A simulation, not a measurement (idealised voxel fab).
process module | voxel air gaps
cross-section cut | 265 nm wide | cells 5 nm
A cross-section is a grid of square cells, given in bands from the top down. A band is one or more rows of cells.
Each band's line starts with the height of the band's top and of its bottom, in nm. Then come its materials from left to right, each with its width in nm. One material with "throughout" fills the band from edge to edge. "air" is empty space.
Height 0 is the level under which the wafer as received is all one material. The lowest band goes on downwards, as in "0 down".
A width such as "30 to 40" changes by the same amount from each row of cells to the next, from the band's top row to its bottom row.
"no change" after a step means that no cell of the cross-section changed.
closed voids: empty space of 8 cells or more with no open way to the top, each as width x height at its distance from the left edge, in nm
after a step's settings: what the simulator itself notes on the step
overlay nm, on a step with a mask: how far to the right of its planned place the mask lay; to the left if negative
plan
1 op RECEIVE | material Si
2 op CONFORMAL_DEP | material SiO2 | thk nm 15
3 op CONFORMAL_DEP | material SiN | thk nm 5
4 op DIRECTIONAL_DEP | material SiO2 | thk nm 40
5 op DIRECTIONAL_DEP | material aC | thk nm 15
6 op PATTERN | tone open | mask id LINES | material resist | width nm 25 | pitch nm 55 | thk nm 35 | overlay nm 0
7 op DIRECTIONAL_ETCH | etch materials aC | depth nm 15
8 op STRIP | etch materials resist
9 op DIRECTIONAL_ETCH | etch materials SiO2 | depth nm 40
10 op STRIP | etch materials aC
11 op CONFORMAL_DEP | material TiN | thk nm 5
12 op FILL_DEP | material W | thk nm 10
13 op CMP | height nm 60
14 op EPI | material Ru | thk nm 10
15 op SELECTIVE_ETCH | etch materials SiO2 | depth nm 50
16 op CONFORMAL_DEP | material SiCN | thk nm 5
first wafer, as planned
as received, after step 1
  0 down: Si throughout
  closed voids: none
after step 2
  15 to 0: SiO2 throughout
  below 0: unchanged
after step 3
  20 to 15: SiN throughout
  below 15: unchanged
after step 4
  60 to 20: SiO2 throughout
  below 20: unchanged
after step 5
  75 to 60: aC throughout
  below 60: unchanged
after step 6
  110 to 75: resist 35 | air 25 | resist 30 | air 25 | resist 30 | air 25 | resist 30 | air 25 | resist 40
  below 75: unchanged
after step 7
  95 to 75: resist 35 | air 25 | resist 30 | air 25 | resist 30 | air 25 | resist 30 | air 25 | resist 40
  75 to 60: aC 35 | air 25 | aC 30 | air 25 | aC 30 | air 25 | aC 30 | air 25 | aC 40
  below 60: unchanged
after step 8
  75 to 60: aC 35 | air 25 | aC 30 | air 25 | aC 30 | air 25 | aC 30 | air 25 | aC 40
  below 60: unchanged
after step 9
  75 to 60: aC 35 | air 25 | aC 30 | air 25 | aC 30 | air 25 | aC 30 | air 25 | aC 40
  60 to 20: SiO2 35 | air 25 | SiO2 30 | air 25 | SiO2 30 | air 25 | SiO2 30 | air 25 | SiO2 40
  below 20: unchanged
after step 10
  60 to 20: SiO2 35 | air 25 | SiO2 30 | air 25 | SiO2 30 | air 25 | SiO2 30 | air 25 | SiO2 40
  below 20: unchanged
after step 11
  65 to 60: TiN 40 | air 15 | TiN 40 | air 15 | TiN 40 | air 15 | TiN 40 | air 15 | TiN 45
  60 to 25: SiO2 35 | TiN 5 | air 15 | TiN 5 | SiO2 30 | TiN 5 | air 15 | TiN 5 | SiO2 30 | TiN 5 | air 15 | TiN 5 | SiO2 30 | TiN 5 | air 15 | TiN 5 | SiO2 40
  25 to 20: SiO2 35 | TiN 25 | SiO2 30 | TiN 25 | SiO2 30 | TiN 25 | SiO2 30 | TiN 25 | SiO2 40
  below 20: unchanged
after step 12
  75 to 65: W throughout
  65 to 60: TiN 40 | W 15 | TiN 40 | W 15 | TiN 40 | W 15 | TiN 40 | W 15 | TiN 45
  60 to 25: SiO2 35 | TiN 5 | W 15 | TiN 5 | SiO2 30 | TiN 5 | W 15 | TiN 5 | SiO2 30 | TiN 5 | W 15 | TiN 5 | SiO2 30 | TiN 5 | W 15 | TiN 5 | SiO2 40
  below 25: unchanged
after step 13
  60 to 25: SiO2 35 | TiN 5 | W 15 | TiN 5 | SiO2 30 | TiN 5 | W 15 | TiN 5 | SiO2 30 | TiN 5 | W 15 | TiN 5 | SiO2 30 | TiN 5 | W 15 | TiN 5 | SiO2 40
  below 25: unchanged
after step 14
  70 to 60: air 25 | Ru 45 | air 10 | Ru 45 | air 10 | Ru 45 | air 10 | Ru 45 | air 30
  below 60: unchanged
after step 15
  70 to 60: air 25 | Ru 45 | air 10 | Ru 45 | air 10 | Ru 45 | air 10 | Ru 45 | air 30
  60 to 25: air 35 | TiN 5 | W 15 | TiN 5 | air 30 | TiN 5 | W 15 | TiN 5 | air 30 | TiN 5 | W 15 | TiN 5 | air 30 | TiN 5 | W 15 | TiN 5 | air 40
  25 to 20: air 35 | TiN 25 | air 30 | TiN 25 | air 30 | TiN 25 | air 30 | TiN 25 | air 40
  below 20: unchanged
after step 16
  75 to 70: air 20 | SiCN 220 | air 25
  70 to 60: air 20 | SiCN 5 | Ru 45 | SiCN 10 | Ru 45 | SiCN 10 | Ru 45 | SiCN 10 | Ru 45 | SiCN 5 | air 25
  60 to 55: air 20 | SiCN 15 | TiN 5 | W 15 | TiN 5 | SiCN 30 | TiN 5 | W 15 | TiN 5 | SiCN 30 | TiN 5 | W 15 | TiN 5 | SiCN 30 | TiN 5 | W 15 | TiN 5 | SiCN 15 | air 25
  55 to 25: air 30 | SiCN 5 | TiN 5 | W 15 | TiN 5 | SiCN 5 | air 20 | SiCN 5 | TiN 5 | W 15 | TiN 5 | SiCN 5 | air 20 | SiCN 5 | TiN 5 | W 15 | TiN 5 | SiCN 5 | air 20 | SiCN 5 | TiN 5 | W 15 | TiN 5 | SiCN 5 | air 35
  25 to 20: SiCN 35 | TiN 25 | SiCN 30 | TiN 25 | SiCN 30 | TiN 25 | SiCN 30 | TiN 25 | SiCN 40
  below 20: unchanged
  closed voids: 20 x 30 at 65; 20 x 30 at 120; 20 x 30 at 175
second wafer: like start, like plan, one mistake. Through step 5 it matches the first wafer
when step 6 should have ended
  110 to 75: resist 45 | air 25 | resist 30 | air 25 | resist 30 | air 25 | resist 30 | air 25 | resist 30
  below 75: unchanged
when step 7 should have ended
  95 to 75: resist 45 | air 25 | resist 30 | air 25 | resist 30 | air 25 | resist 30 | air 25 | resist 30
  75 to 60: aC 45 | air 25 | aC 30 | air 25 | aC 30 | air 25 | aC 30 | air 25 | aC 30
  below 60: unchanged
when step 8 should have ended
  75 to 60: aC 45 | air 25 | aC 30 | air 25 | aC 30 | air 25 | aC 30 | air 25 | aC 30
  below 60: unchanged
when step 9 should have ended
  75 to 60: aC 45 | air 25 | aC 30 | air 25 | aC 30 | air 25 | aC 30 | air 25 | aC 30
  60 to 20: SiO2 45 | air 25 | SiO2 30 | air 25 | SiO2 30 | air 25 | SiO2 30 | air 25 | SiO2 30
  below 20: unchanged
when step 10 should have ended
  60 to 20: SiO2 45 | air 25 | SiO2 30 | air 25 | SiO2 30 | air 25 | SiO2 30 | air 25 | SiO2 30
  below 20: unchanged
when step 11 should have ended
  65 to 60: TiN 50 | air 15 | TiN 40 | air 15 | TiN 40 | air 15 | TiN 40 | air 15 | TiN 35
  60 to 25: SiO2 45 | TiN 5 | air 15 | TiN 5 | SiO2 30 | TiN 5 | air 15 | TiN 5 | SiO2 30 | TiN 5 | air 15 | TiN 5 | SiO2 30 | TiN 5 | air 15 | TiN 5 | SiO2 30
  25 to 20: SiO2 45 | TiN 25 | SiO2 30 | TiN 25 | SiO2 30 | TiN 25 | SiO2 30 | TiN 25 | SiO2 30
  below 20: unchanged
when step 12 should have ended
  75 to 65: W throughout
  65 to 60: TiN 50 | W 15 | TiN 40 | W 15 | TiN 40 | W 15 | TiN 40 | W 15 | TiN 35
  60 to 25: SiO2 45 | TiN 5 | W 15 | TiN 5 | SiO2 30 | TiN 5 | W 15 | TiN 5 | SiO2 30 | TiN 5 | W 15 | TiN 5 | SiO2 30 | TiN 5 | W 15 | TiN 5 | SiO2 30
  below 25: unchanged
when step 13 should have ended
  60 to 25: SiO2 45 | TiN 5 | W 15 | TiN 5 | SiO2 30 | TiN 5 | W 15 | TiN 5 | SiO2 30 | TiN 5 | W 15 | TiN 5 | SiO2 30 | TiN 5 | W 15 | TiN 5 | SiO2 30
  below 25: unchanged
when step 14 should have ended
  70 to 60: air 35 | Ru 45 | air 10 | Ru 45 | air 10 | Ru 45 | air 10 | Ru 45 | air 20
  below 60: unchanged
when step 15 should have ended
  70 to 60: air 35 | Ru 45 | air 10 | Ru 45 | air 10 | Ru 45 | air 10 | Ru 45 | air 20
  60 to 25: air 45 | TiN 5 | W 15 | TiN 5 | air 30 | TiN 5 | W 15 | TiN 5 | air 30 | TiN 5 | W 15 | TiN 5 | air 30 | TiN 5 | W 15 | TiN 5 | air 30
  25 to 20: air 45 | TiN 25 | air 30 | TiN 25 | air 30 | TiN 25 | air 30 | TiN 25 | air 30
  below 20: unchanged
when step 16 should have ended
  75 to 70: air 30 | SiCN 220 | air 15
  70 to 60: air 30 | SiCN 5 | Ru 45 | SiCN 10 | Ru 45 | SiCN 10 | Ru 45 | SiCN 10 | Ru 45 | SiCN 5 | air 15
  60 to 55: air 30 | SiCN 15 | TiN 5 | W 15 | TiN 5 | SiCN 30 | TiN 5 | W 15 | TiN 5 | SiCN 30 | TiN 5 | W 15 | TiN 5 | SiCN 30 | TiN 5 | W 15 | TiN 5 | SiCN 15 | air 15
  55 to 25: air 40 | SiCN 5 | TiN 5 | W 15 | TiN 5 | SiCN 5 | air 20 | SiCN 5 | TiN 5 | W 15 | TiN 5 | SiCN 5 | air 20 | SiCN 5 | TiN 5 | W 15 | TiN 5 | SiCN 5 | air 20 | SiCN 5 | TiN 5 | W 15 | TiN 5 | SiCN 5 | air 25
  25 to 20: SiCN 45 | TiN 25 | SiCN 30 | TiN 25 | SiCN 30 | TiN 25 | SiCN 30 | TiN 25 | SiCN 30
  below 20: unchanged
  closed voids: 20 x 30 at 75; 20 x 30 at 130; 20 x 30 at 185
what went wrong: step 6 ran as: op PATTERN | tone open | mask id LINES | material resist | width nm 25 | pitch nm 55 | thk nm 35 | overlay nm 10
at the end the second wafer has, in cells: as many of each material as the first, in other places
